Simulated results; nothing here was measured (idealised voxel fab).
The document below concerns the process module designated voxel released beams.
Each square cell in cross-section cut measures 5 nm, and the section as a whole is 255 nm wide.
Format of a cross-section: grid, square cells. Given as bands. Order: top down. Band: one or more rows of cells. Band: top and bottom heights (nm) first, top before bottom; then materials from left to right, widths in nm. "throughout" marks a sole material filling the band edge to edge. "blank" denotes empty space. Heights are expressed relative to 0, this being the level below which the as-received wafer comprises one material exclusively. The lowest band is unbounded in the downward direction and is denoted as in "from 0 down". You'd read "30->40" like this: the band's top row of cells is as wide as the first number, its bottom row is as wide as the second, and going down, every row changes width by the same amount as the row before did. Take "no alterations made" at face value: in the step it is given for, the cross-section changed in none of its cells. For the entry "Closed cavity list", the listed items are empty spaces with no open way to the top whose size is 8 cells or more; each item follows the pattern width x height at distance, where distance is from the left edge and all three are in nm. Read whatever lies past the settings on a step's line as the simulator's own remark about the step. Among the settings permitted on a step's line is "overlay nm"; applied to a step with a mask, it specifies the extent to which the mask lay to the right of its planned position, whereas a negative figure signifies a position to the left.
Process steps (planned)
1) RECEIVE (material Si)
2) CONFORMAL_DEP (material SiN; thk nm 5)
3) DIRECTIONAL_DEP (material SiO2; thk nm 15)
4) DIRECTIONAL_DEP (material aC; thk nm 10)
5) PATTERN (tone open; mask id ANCHOR; material resist; width nm 35; thk nm 30; overlay nm 0)
6) DIRECTIONAL_ETCH (etch materials aC; depth nm 10)
7) STRIP (etch materials resist)
8) DIRECTIONAL_ETCH (etch materials SiO2; depth nm 15)
9) STRIP (etch materials aC)
10) CONFORMAL_DEP (material TiN; thk nm 15)
11) DIRECTIONAL_DEP (material aC; thk nm 10)
12) PATTERN (tone cover; mask id BEAM; material resist; width nm 80; thk nm 25; overlay nm 0)
13) DIRECTIONAL_ETCH (etch materials aC; depth nm 10)
14) STRIP (etch materials resist)
15) DIRECTIONAL_ETCH (etch materials TiN; depth nm 15)
16) STRIP (etch materials aC)
17) STRIP (etch materials SiO2)
as received, after step 1
from 0 down: Si throughout
Closed cavity list: none
Cross-sectional view of the first of the two wafers upon completion of the module, processed in accordance with the plan
from 35 to 20: 85 of blank; 20 of TiN; 5 of blank; 55 of TiN; 90 of blank
from 20 to 5: 90 of blank; 35 of TiN; 130 of blank
from 5 to 0: SiN throughout
from 0 down: Si throughout
Closed cavity list: none
Second wafer of the two, sectioned at the end of the module. It began like the first and followed the same plan, but one mistake was made while running it
from 30 to 15: 85 of blank; 20 of TiN; 5 of blank; 55 of TiN; 90 of blank
from 15 to 0: 90 of blank; 35 of TiN; 130 of blank
from 0 down: Si throughout
Closed cavity list: none
So what did we get wrong on this run? the run left out plan step 2 entirely, so it was never executed
The second wafer ends with more or fewer cells of some materials than the first, per final count: SiN -51
